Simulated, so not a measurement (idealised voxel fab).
The following is a process module called voxel released beams.
The width of the displayed cross-section, cut, is 225 nm; its cells are square, with a size of 5 nm.
If you're reading a cross-section in this doc, picture square cells in a grid; it comes to you as bands, top ones listed first down to the bottom, and a band can be one or more rows of cells.
Each band's line starts with the height of the band's top and of its bottom, in nm. Then come its materials from left to right, each with its width in nm. One material with "everywhere" fills the band from edge to edge. "empty" is empty space.
For the purposes of this specification, 0 denotes the height below which the wafer in its as-received condition is composed wholly of one material, and the lowermost band, lacking a lower limit, extends downward without end, as expressed in "0 -> down".
Read "30 to 40" as a graded width: first number on top, second number at the bottom, same change between each pair of neighbouring rows.
"nothing altered", as given for a step, is the statement that not any cell of the cross-section underwent a change during that step.
Each empty space that has no open way to the top and spans at least 8 cells appears under "Closed internal cavities" as width x height at distance, the distance counted from the left edge, all in nm.
Anything after a step's settings on that line? It's the simulator's own note about the step.
The setting "overlay nm" may be written on the line of a step. When the step uses a mask, the value reports how far to the right of the planned place the mask lay, and a negative value reports that it lay to the left.

-- Steps in the process plan
1: RECEIVE | material Si
2: CONFORMAL_DEP | material Al2O3 | thk nm 5
3: DIRECTIONAL_DEP | material SiO2 | thk nm 20
4: MASKED_ETCH | tone open | mask id ANCHOR | width nm 40 | etch materials SiO2 | depth nm 20 | overlay nm 0
5: CONFORMAL_DEP | material SiN | thk nm 15
6: MASKED_ETCH | tone cover | mask id BEAM | width nm 120 | etch materials SiN | depth nm 15 | overlay nm 0
7: STRIP | etch materials SiO2

-- Delivered wafer in cross-section: state after step 1
> 0 -> down | Si everywhere
> Closed internal cavities: none

-- First wafer of two, sectioned at end of module; run went per plan
> 40 -> 25 | empty=50 | SiN=20 | empty=10 | SiN=90 | empty=55
> 25 -> 20 | empty=55 | SiN=15 | empty=10 | SiN=15 | empty=130
> 20 -> 5 | empty=55 | SiN=40 | empty=130
> 5 -> 0 | Al2O3 everywhere
> 0 -> down | Si everywhere
> Closed internal cavities: none

-- Second of two wafers, module complete, sectioned: it shares the first wafer's start and plan but was run with one mistake
> 40 -> 25 | empty=50 | SiN=120 | empty=55
> 25 -> 0 | Al2O3 everywhere
> 0 -> down | Si everywhere
> Closed internal cavities: none
Processing error: step 3 ran differently from the plan; actual operation with settings: DIRECTIONAL_DEP | material Al2O3 | thk nm 20
Final comparison by cell count, materials where the second wafer has more or fewer than the first: 180 more of Al2O3, 24 fewer of SiN
